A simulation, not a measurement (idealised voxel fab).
Process module, titled voxel capacitor over wiring
The width of the displayed cross-section, cut, is 240 nm; its cells are square, with a size of 5 nm.
Notation: cross-section as square-cell grid; stated in bands, top first, going down; one or more cell rows per band.
Band entry format. Leading values: height of top, height of bottom, nm. Remainder: materials in left-to-right order, each with its width in nm. Special words: "all across" on a single material, which then fills the band edge to edge; "air", empty space.
Heights are expressed relative to 0, this being the level below which the as-received wafer comprises one material exclusively. The lowest band is unbounded in the downward direction and is denoted as in "0 down".
Note: "30 to 40" means the width goes from the first number (top row of the band) to the second number (bottom row) in equal steps per row of cells.
Where a step carries "nothing different", the cross-section came out of it unchanged, cell for cell.
Each empty space that has no open way to the top and spans at least 8 cells appears under "Sealed void inventory" as width x height at distance, the distance counted from the left edge, all in nm.
On each step's line, the part that comes after the settings is the simulator's own comment on the step.
A step line may carry the setting "overlay nm", which, for steps involving a mask, states the distance by which the mask lay to the right of its intended position; negative values denote displacement to the left.

Below is the list of planned process steps
step 1: RECEIVE with material Si
step 2: CONFORMAL_DEP with material SiO2, thk nm 15
step 3: DIRECTIONAL_DEP with material TiN, thk nm 5
step 4: DIRECTIONAL_DEP with material W, thk nm 15
step 5: MASKED_ETCH with tone cover, mask id METAL_1, width nm 30, pitch nm 90, etch materials W, depth nm 15, overlay nm 0
step 6: MASKED_ETCH with tone cover, mask id METAL_1, width nm 30, pitch nm 90, etch materials TiN, depth nm 5, overlay nm 0
step 7: FILL_DEP with material SiO2, thk nm 5
step 8: CMP with height nm 35
step 9: CONFORMAL_DEP with material SiCN, thk nm 5
step 10: DIRECTIONAL_DEP with material SiO2, thk nm 20
step 11: DIRECTIONAL_DEP with material aC, thk nm 10
step 12: PATTERN with tone open, mask id PLUG_1, material resist, width nm 15, thk nm 30, overlay nm 0
step 13: DIRECTIONAL_ETCH with etch materials aC, depth nm 10
step 14: STRIP with etch materials resist
step 15: DIRECTIONAL_ETCH with etch materials SiO2, depth nm 20
step 16: DIRECTIONAL_ETCH with etch materials SiCN, depth nm 5
step 17: STRIP with etch materials aC
step 18: EPI with material Ru, thk nm 10
step 19: EPI with material Ru, thk nm 10
step 20: EPI with material Ru, thk nm 5
step 21: DIRECTIONAL_DEP with material TiN, thk nm 5
step 22: DIRECTIONAL_DEP with material SiN, thk nm 5
step 23: DIRECTIONAL_DEP with material TiN, thk nm 5
step 24: MASKED_ETCH with tone cover, mask id UPPER_PLATE, width nm 65, etch materials TiN, depth nm 5, overlay nm 0
step 25: MASKED_ETCH with tone cover, mask id UPPER_PLATE, width nm 65, etch materials SiN, depth nm 5, overlay nm 0
step 26: MASKED_ETCH with tone cover, mask id LOWER_PLATE, width nm 75, etch materials TiN, depth nm 5, overlay nm 0
step 27: FILL_DEP with material SiO2, thk nm 20
step 28: CMP with height nm 90
step 29: DIRECTIONAL_DEP with material aC, thk nm 10
step 30: PATTERN with tone open, mask id PLUG_2, material resist, width nm 15, thk nm 30, overlay nm 0
step 31: DIRECTIONAL_ETCH with etch materials aC, depth nm 10
step 32: STRIP with etch materials resist
step 33: DIRECTIONAL_ETCH with etch materials SiO2, depth nm 15
step 34: STRIP with etch materials aC
step 35: CONFORMAL_DEP with material TiN, thk nm 5
step 36: FILL_DEP with material W, thk nm 5
step 37: CMP with height nm 90
step 38: CONFORMAL_DEP with material SiCN, thk nm 5

Received-state cross-section, reflecting completion of step 1
	0 down | Si all across
	Sealed void inventory: none

Sectioned view, first of two wafers, at the close of the module, processed as intended in the plan
	95 to 90 | SiCN all across
	90 to 80 | SiO2 85 nm / TiN 5 nm / W 5 nm / TiN 5 nm / SiO2 140 nm
	80 to 70 | SiO2 85 to 75 nm / TiN 15 to 65 nm / SiO2 140 to 100 nm
	70 to 65 | SiO2 75 nm / SiN 65 nm / SiO2 100 nm
	65 to 60 | SiO2 70 nm / TiN 75 nm / SiO2 95 nm
	60 to 40 | SiO2 75 nm / Ru 15 nm / SiO2 150 nm
	40 to 35 | SiCN 75 nm / Ru 15 nm / SiCN 150 nm
	35 to 20 | SiO2 60 nm / W 30 nm / SiO2 60 nm / W 30 nm / SiO2 60 nm
	20 to 15 | SiO2 60 nm / TiN 30 nm / SiO2 60 nm / TiN 30 nm / SiO2 60 nm
	15 to 0 | SiO2 all across
	0 down | Si all across
	Sealed void inventory: none

Second of two wafers, module complete, sectioned: it shares the first wafer's start and plan but was run with one mistake
	95 to 90 | SiCN all across
	90 to 80 | SiO2 85 nm / TiN 5 nm / W 5 nm / TiN 5 nm / SiO2 140 nm
	80 to 75 | SiO2 85 nm / TiN 15 nm / SiO2 140 nm
	75 to 70 | SiO2 75 nm / TiN 15 nm / SiO2 35 nm / TiN 15 nm / SiO2 100 nm
	70 to 65 | SiO2 75 nm / SiN 15 nm / SiO2 35 nm / SiN 15 nm / SiO2 100 nm
	65 to 60 | SiO2 70 nm / TiN 20 nm / SiO2 35 nm / TiN 20 nm / SiO2 95 nm
	60 to 50 | SiO2 35 nm / Ru 40 nm / SiO2 50 nm / Ru 80 nm / SiO2 35 nm
	50 to 45 | SiO2 35 nm / Ru 40 nm / SiO2 15 nm / TiN 35 nm / Ru 80 nm / SiO2 35 nm
	45 to 40 | SiO2 35 nm / Ru 40 nm / SiO2 15 nm / SiN 35 nm / Ru 80 nm / SiO2 35 nm
	40 to 35 | SiO2 35 nm / Ru 40 nm / SiCN 15 nm / TiN 35 nm / Ru 80 nm / SiO2 35 nm
	35 to 20 | SiO2 60 nm / W 30 nm / SiO2 60 nm / W 30 nm / SiO2 60 nm
	20 to 15 | SiO2 60 nm / TiN 30 nm / SiO2 60 nm / TiN 30 nm / SiO2 60 nm
	15 to 0 | SiO2 all across
	0 down | Si all across
	Sealed void inventory: none
Diagnosis: it should be noted that step 12 was executed with settings other than those planned, the operation and settings actually applied being PATTERN with tone cover, mask id PLUG_1, material resist, width nm 15, thk nm 30, overlay nm 0
Per the end-of-run cell counts, the second wafer holds more or fewer of some materials than the first: +105 Ru; -42 SiCN; -63 SiO2
